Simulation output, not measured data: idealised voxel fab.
The following process module bears the name voxel ribs on slabs.
In the cross-section labelled cut, the width is 170 nm and each square cell is 5 nm.
Just so we're on the same page, the cross-sections are grids of square cells, and they're listed out in bands top to bottom, each band one or more rows deep. Top height, bottom height, nm. Materials left to right, width each, nm. Single material + "all across" = fills band edge to edge. "air" = empty. The reference from which all heights are counted is 0, the level beneath which the as-received wafer is entirely one material; the lowest band, having no lower bound, proceeds downward and is written after the example "0 down". A width given as "30->40" starts at the first number in the band's top row and ends at the second number in its bottom row, shifting by an equal amount at every step from row to row. The cross-section has no changed cell in any step marked "nothing different". Listed in "Sealed voids": every empty space of 8 or more cells without an open way to the top. Form: width x height at distance, the distance being from the left edge, all in nm. Formally, on a step line, whatever follows the settings is a remark that the simulator itself makes on the step. overlay nm, on a step with a mask: how far to the right of its planned place the mask lay; to the left if negative.

Planned process steps:
- 1: RECEIVE | material Si
- 2: DIRECTIONAL_DEP | material SiO2 | thk nm 30
- 3: DIRECTIONAL_DEP | material SiN | thk nm 15
- 4: PATTERN | tone cover | mask id RIB | material resist | width nm 30 | thk nm 20 | overlay nm 0
- 5: DIRECTIONAL_ETCH | etch materials SiN | depth nm 10
- 6: STRIP | etch materials resist
- 7: DIRECTIONAL_DEP | material aC | thk nm 10
- 8: PATTERN | tone cover | mask id SLAB | material resist | width nm 60 | thk nm 25 | overlay nm 0
- 9: DIRECTIONAL_ETCH | etch materials aC | depth nm 10
- 10: STRIP | etch materials resist
- 11: DIRECTIONAL_ETCH | etch materials SiN | depth nm 5
- 12: STRIP | etch materials aC
- 13: FILL_DEP | material SiO2 | thk nm 30
- 14: CMP | height nm 65
- 15: DIRECTIONAL_DEP | material W | thk nm 5
- 16: PATTERN | tone cover | mask id HEATER | material resist | width nm 40 | thk nm 20 | overlay nm 0
- 17: DIRECTIONAL_ETCH | etch materials W | depth nm 5
- 18: STRIP | etch materials resist
- 19: CONFORMAL_DEP | material SiN | thk nm 10

Cross-section of the wafer at receipt, which is the condition after step 1:
> 0 down = Si all across
> Sealed voids: none

The following cross-section depicts the wafer upon conclusion of the module. Processing commenced from the starting condition illustrated above and adhered to the plan illustrated above, save for one mistake in execution:
> 80 to 75 = 50 air | 70 SiN | 50 air
> 75 to 70 = SiN all across
> 70 to 65 = 60 SiN | 50 W | 60 SiN
> 65 to 45 = SiO2 all across
> 45 to 35 = 70 SiO2 | 30 SiN | 70 SiO2
> 35 to 30 = 55 SiO2 | 60 SiN | 55 SiO2
> 30 to 0 = SiO2 all across
> 0 down = Si all across
> Sealed voids: none
So what did we get wrong on this run? not per plan at step 16, really ran PATTERN | tone cover | mask id HEATER | material resist | width nm 50 | thk nm 20 | overlay nm 0
